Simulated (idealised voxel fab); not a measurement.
The following is a process module called voxel capacitor over wiring.
Cross-section cut spans 160 nm and uses square cells 5 nm in size.
Each cross-section below is a grid of square cells, stated as bands in top-down order, with one or more rows of cells making up each band.
The entry gives the band's vertical extent as a top height and a bottom height in nm, then its horizontal make-up as materials from left to right, each with a width in nm. "empty" stands for empty space; a single material marked "all across" fills the band edge to edge.
Heights are measured from 0, the level below which the as-received wafer is all one material; the lowest band has no bottom and continues downward, written as in "0 nm and below".
A two-number width, for instance "30..40", indicates that the width is equal to the first number in the top row of the band and to the second number in the bottom row, and that it changes by a constant amount per row of cells.
Take "no alterations made" at face value: in the step it is given for, the cross-section changed in none of its cells.
"Enclosed internal voids": sealed empty spaces, 8 cells or more, no open way to top, listed width x height at distance, with distance from the left edge and width, height and distance in nm.
Step line, after settings: the simulator's comment on this step.
The "overlay nm" setting may appear on a step's line; for a step that uses a mask, it gives how far to the right of its planned position the mask lay, and a negative value indicates the left.

Here's what the planned process steps look like
1 RECEIVE (material Si)
2 CONFORMAL_DEP (material SiO2; thk nm 10)
3 DIRECTIONAL_DEP (material TiN; thk nm 5)
4 DIRECTIONAL_DEP (material Ru; thk nm 15)
5 MASKED_ETCH (tone cover; mask id METAL_1; width nm 20; pitch nm 90; etch materials Ru; depth nm 15; overlay nm 0)
6 MASKED_ETCH (tone cover; mask id METAL_1; width nm 20; pitch nm 90; etch materials TiN; depth nm 5; overlay nm 0)
7 CONFORMAL_DEP (material SiN; thk nm 5)
8 FILL_DEP (material lowk; thk nm 5)
9 CMP (height nm 30)
10 CONFORMAL_DEP (material SiCN; thk nm 5)
11 DIRECTIONAL_DEP (material lowk; thk nm 20)
12 DIRECTIONAL_DEP (material aC; thk nm 10)
13 PATTERN (tone open; mask id PLUG_1; material resist; width nm 15; thk nm 25; overlay nm 0)
14 DIRECTIONAL_ETCH (etch materials aC; depth nm 10)
15 STRIP (etch materials resist)
16 DIRECTIONAL_ETCH (etch materials lowk; depth nm 20)
17 DIRECTIONAL_ETCH (etch materials SiCN; depth nm 5)
18 STRIP (etch materials aC)
19 EPI (material Ru; thk nm 10)
20 EPI (material Ru; thk nm 10)
21 EPI (material Ru; thk nm 5)
22 DIRECTIONAL_DEP (material TiN; thk nm 10)
23 DIRECTIONAL_DEP (material Al2O3; thk nm 5)
24 DIRECTIONAL_DEP (material TiN; thk nm 10)
25 MASKED_ETCH (tone cover; mask id UPPER_PLATE; width nm 75; etch materials TiN; depth nm 10; overlay nm 0)
26 MASKED_ETCH (tone cover; mask id UPPER_PLATE; width nm 75; etch materials Al2O3; depth nm 5; overlay nm 0)
27 DIRECTIONAL_DEP (material aC; thk nm 15)
28 PATTERN (tone cover; mask id LOWER_PLATE; material resist; width nm 85; thk nm 35; overlay nm 0)
29 DIRECTIONAL_ETCH (etch materials aC; depth nm 15)
30 STRIP (etch materials resist)
31 DIRECTIONAL_ETCH (etch materials TiN; depth nm 10)
32 STRIP (etch materials aC)
33 FILL_DEP (material SiO2; thk nm 20)
34 CMP (height nm 95)
35 PATTERN (tone open; mask id PLUG_2; material resist; width nm 15; thk nm 20; overlay nm 0)
36 DIRECTIONAL_ETCH (etch materials SiO2; depth nm 15)
37 STRIP (etch materials resist)
38 CONFORMAL_DEP (material TiN; thk nm 5)
39 FILL_DEP (material Cu; thk nm 5)
40 CMP (height nm 95)
41 CONFORMAL_DEP (material SiCN; thk nm 5)

Wafer as received: cross-section following step 1
    0 nm and below: Si all across
    Enclosed internal voids: none

Below is the wafer in cross-section after the module was completed. It began from the starting point shown above and followed the plan shown above, except that one mistake was made while running it
    100 nm to 95 nm: SiCN all across
    95 nm to 85 nm: 40 SiO2, then 5 TiN, then 5 Cu, then 5 TiN, then 105 SiO2
    85 nm to 75 nm: 40..45 SiO2, then 15..60 TiN, then 105..55 SiO2
    75 nm to 70 nm: 30 SiO2, then 75 TiN, then 55 SiO2
    70 nm to 65 nm: 30 SiO2, then 15 TiN, then 60 Al2O3, then 55 SiO2
    65 nm to 60 nm: 25 SiO2, then 5 TiN, then 15 Al2O3, then 65 TiN, then 50 SiO2
    60 nm to 55 nm: 25 SiO2, then 85 TiN, then 50 SiO2
    55 nm to 50 nm: 30 SiCN, then 15 TiN, then 115 SiCN
    50 nm to 30 nm: lowk all across
    30 nm to 15 nm: 20 lowk, then 5 SiN, then 20 Ru, then 5 SiN, then 60 lowk, then 5 SiN, then 20 Ru, then 5 SiN, then 20 lowk
    15 nm to 10 nm: 25 SiN, then 20 TiN, then 70 SiN, then 20 TiN, then 25 SiN
    10 nm to 0 nm: SiO2 all across
    0 nm and below: Si all across
    Enclosed internal voids: none
It is concluded that the wafer was processed incorrectly with respect to the plan, in that plan steps 10 and 11 run swapped
